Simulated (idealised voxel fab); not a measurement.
Process module heading - voxel trench capacitor
We display cut, a cross-section 235 nm in width whose square cells are each 5 nm.
Just so we're on the same page, the cross-sections are grids of square cells, and they're listed out in bands top to bottom, each band one or more rows deep.
Basically the band line says how high the top is and how high the bottom is, in nm, and then what's in it from left to right, every material with its width in nm. Empty space shows up as "air", and if a single material carries "everywhere" it runs the full band edge to edge.
Heights from 0 (as-received wafer is one material below). Bottom band endless downward, as "from 0 down".
A width such as "30->40" changes by the same amount from each row of cells to the next, from the band's top row to its bottom row.
"identical to before" (step): cross-section cells unchanged, all of them.
Empty spaces without an open route to the top, at least 8 cells in extent, make up the entry "Sealed voids"; each is given as width x height at distance, where the distance is measured from the left edge, and all are in nm.
If you see something after the settings on a step's line, that's the simulator's own remark about that step.
overlay nm: right-of-plan distance of the mask on a masked step; negative values mean left-of-plan.
[Set out below are the planned steps of the process]
1) RECEIVE,material Si
2) CONFORMAL_DEP,material SiN,thk nm 5
3) MASKED_ETCH,tone open,mask id TRENCH,width nm 25,pitch nm 40,etch materials SiN,depth nm 5,overlay nm -15
4) MASKED_ETCH,tone open,mask id TRENCH,width nm 25,pitch nm 40,etch materials Si,depth nm 35,overlay nm 0
5) CONFORMAL_DEP,material HfO2,thk nm 5
6) CONFORMAL_DEP,material TiN,thk nm 5
7) FILL_DEP,material W,thk nm 10
8) CMP,height nm 5
The wafers are alike at the start. At step 3, their overlay nm differs. The plan lists the first wafer's value.
[So this is the first of several wafers, cross-sectioned as it came to us, meaning it's at the end of step 1]
  from 0 down = Si everywhere
  Sealed voids: none
[Wafer rows, end of module: cells per material gained (+) or lost (-) since receipt; closed voids last]
overlay nm -15, +57 HfO2, -42 Si, +32 SiN, Sealed voids: none
overlay nm -10, +57 HfO2, -63 Si, +32 SiN, +21 TiN, Sealed voids: none
overlay nm -5, +57 HfO2, -84 Si, +32 SiN, +42 TiN, Sealed voids: none
overlay nm 0, +57 HfO2, -105 Si, +32 SiN, +45 TiN, +18 W, Sealed voids: none
overlay nm 5, +57 HfO2, -84 Si, +32 SiN, +42 TiN, Sealed voids: none
overlay nm 10, +57 HfO2, -63 Si, +32 SiN, +21 TiN, Sealed voids: none
overlay nm 15, +57 HfO2, -42 Si, +32 SiN, Sealed voids: none
